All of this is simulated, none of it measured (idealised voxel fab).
The name of this process module is voxel ribs on slabs.
FYI the section here is cut, 145 nm wide, cells are 5 nm squares.
Cross-sections here: square-cell grids, written as top-down lists of bands, a band being one or more rows of cells.
Top, bottom (nm), then materials left to right with widths (nm); lone material tagged "all across" fills the whole band edge to edge; "air" = empty space.
Ref level 0: as-received wafer is one material below here. Bottom band extends down with no lower bound ("0 nm and below").
Width: "30->40" (first number = top row, second number = bottom row, same change from row to row of cells).
Reading "all unchanged" for a step: not a cell of the cross-section changed in it.
Listed in "Enclosed internal voids": every empty space of 8 or more cells without an open way to the top. Form: width x height at distance, the distance being from the left edge, all in nm.
after a step's settings: what the simulator itself notes on the step
Regarding "overlay nm": on a step with a mask, it is the distance the mask lay to the right of its planned place; a negative value places it to the left.

Steps in the process plan
1) RECEIVE, material Si
2) DIRECTIONAL_DEP, material SiO2, thk nm 25
3) DIRECTIONAL_DEP, material polySi, thk nm 25
4) MASKED_ETCH, tone cover, mask id RIB, width nm 20, etch materials polySi, depth nm 10, overlay nm 0
5) MASKED_ETCH, tone cover, mask id SLAB, width nm 70, etch materials polySi, depth nm 15, overlay nm 0
6) FILL_DEP, material SiO2, thk nm 20
7) CMP, height nm 65
8) DIRECTIONAL_DEP, material W, thk nm 10
9) DIRECTIONAL_DEP, material aC, thk nm 15
10) PATTERN, tone cover, mask id HEATER, material resist, width nm 30, thk nm 30, overlay nm 0
11) DIRECTIONAL_ETCH, etch materials aC, depth nm 15
12) STRIP, etch materials resist
13) DIRECTIONAL_ETCH, etch materials W, depth nm 10
14) STRIP, etch materials aC
15) CONFORMAL_DEP, material SiN, thk nm 10

First of two wafers - as planned

This is the cross-section of the wafer as we received it, i.e. after step 1
	0 nm and below | Si all across
	Enclosed internal voids: none

The following cross-section depicts the wafer upon completion of step 2
	25 nm to 0 nm | SiO2 all across
	Anything lower than 0 is untouched.

The following cross-section depicts the wafer upon completion of step 3
	50 nm to 25 nm | polySi all across
	Anything lower than 25 is untouched.

The following cross-section depicts the wafer upon completion of step 4
	50 nm to 40 nm | air 60  polySi 20  air 65
	Anything lower than 40 is untouched.

The following cross-section depicts the wafer upon completion of step 5
	50 nm to 40 nm | air 60  polySi 20  air 65
	40 nm to 25 nm | air 35  polySi 70  air 40
	Anything lower than 25 is untouched.

The following cross-section depicts the wafer upon completion of step 6
	70 nm to 50 nm | SiO2 all across
	50 nm to 40 nm | SiO2 60  polySi 20  SiO2 65
	40 nm to 25 nm | SiO2 35  polySi 70  SiO2 40
	Anything lower than 25 is untouched.

The following cross-section depicts the wafer upon completion of step 7
	65 nm to 50 nm | SiO2 all across
	Anything lower than 50 is untouched.

The following cross-section depicts the wafer upon completion of step 8
	75 nm to 65 nm | W all across
	Anything lower than 65 is untouched.

The following cross-section depicts the wafer upon completion of step 9
	90 nm to 75 nm | aC all across
	Anything lower than 75 is untouched.

The following cross-section depicts the wafer upon completion of step 10
	120 nm to 90 nm | air 55  resist 30  air 60
	Anything lower than 90 is untouched.

The following cross-section depicts the wafer upon completion of step 11
	105 nm to 90 nm | air 55  resist 30  air 60
	90 nm to 75 nm | air 55  aC 30  air 60
	Anything lower than 75 is untouched.

The following cross-section depicts the wafer upon completion of step 12
	90 nm to 75 nm | air 55  aC 30  air 60
	Anything lower than 75 is untouched.

The following cross-section depicts the wafer upon completion of step 13
	90 nm to 75 nm | air 55  aC 30  air 60
	75 nm to 65 nm | air 55  W 30  air 60
	Anything lower than 65 is untouched.

The following cross-section depicts the wafer upon completion of step 14
	75 nm to 65 nm | air 55  W 30  air 60
	Anything lower than 65 is untouched.

The following cross-section depicts the wafer upon completion of step 15
	85 nm to 75 nm | air 45  SiN 50  air 50
	75 nm to 65 nm | SiN 55  W 30  SiN 60
	Anything lower than 65 is untouched.

Wafer two: like wafer one in start and plan, but with one mistake in execution; identical up to and including step 4

Second wafer, section view, time point: scheduled end of step 5
	50 nm to 40 nm | air 60  polySi 20  air 65
	40 nm to 25 nm | air 35  polySi 75  air 35
	Anything lower than 25 is untouched.

Second wafer, section view, time point: scheduled end of step 6
	70 nm to 50 nm | SiO2 all across
	50 nm to 40 nm | SiO2 60  polySi 20  SiO2 65
	40 nm to 25 nm | SiO2 35  polySi 75  SiO2 35
	Anything lower than 25 is untouched.

Second wafer, section view, time point: scheduled end of step 7
	65 nm to 50 nm | SiO2 all across
	Anything lower than 50 is untouched.

Second wafer, section view, time point: scheduled end of step 8
	75 nm to 65 nm | W all across
	Anything lower than 65 is untouched.

Second wafer, section view, time point: scheduled end of step 9
	90 nm to 75 nm | aC all across
	Anything lower than 75 is untouched.

Second wafer, section view, time point: scheduled end of step 10
	120 nm to 90 nm | air 55  resist 30  air 60
	Anything lower than 90 is untouched.

Second wafer, section view, time point: scheduled end of step 11
	105 nm to 90 nm | air 55  resist 30  air 60
	90 nm to 75 nm | air 55  aC 30  air 60
	Anything lower than 75 is untouched.

Second wafer, section view, time point: scheduled end of step 12
	90 nm to 75 nm | air 55  aC 30  air 60
	Anything lower than 75 is untouched.

Second wafer, section view, time point: scheduled end of step 13
	90 nm to 75 nm | air 55  aC 30  air 60
	75 nm to 65 nm | air 55  W 30  air 60
	Anything lower than 65 is untouched.

Second wafer, section view, time point: scheduled end of step 14
	75 nm to 65 nm | air 55  W 30  air 60
	Anything lower than 65 is untouched.

Second wafer, section view, time point: scheduled end of step 15
	85 nm to 75 nm | air 45  SiN 50  air 50
	75 nm to 65 nm | SiN 55  W 30  SiN 60
	Anything lower than 65 is untouched.
what went wrong: not per plan at step 5, really ran MASKED_ETCH, tone cover, mask id SLAB, width nm 75, etch materials polySi, depth nm 15, overlay nm 0
Upon completion, the second wafer contains, in terms of cells, a greater or smaller amount of certain materials than the first wafer: SiO2 -3, polySi +3
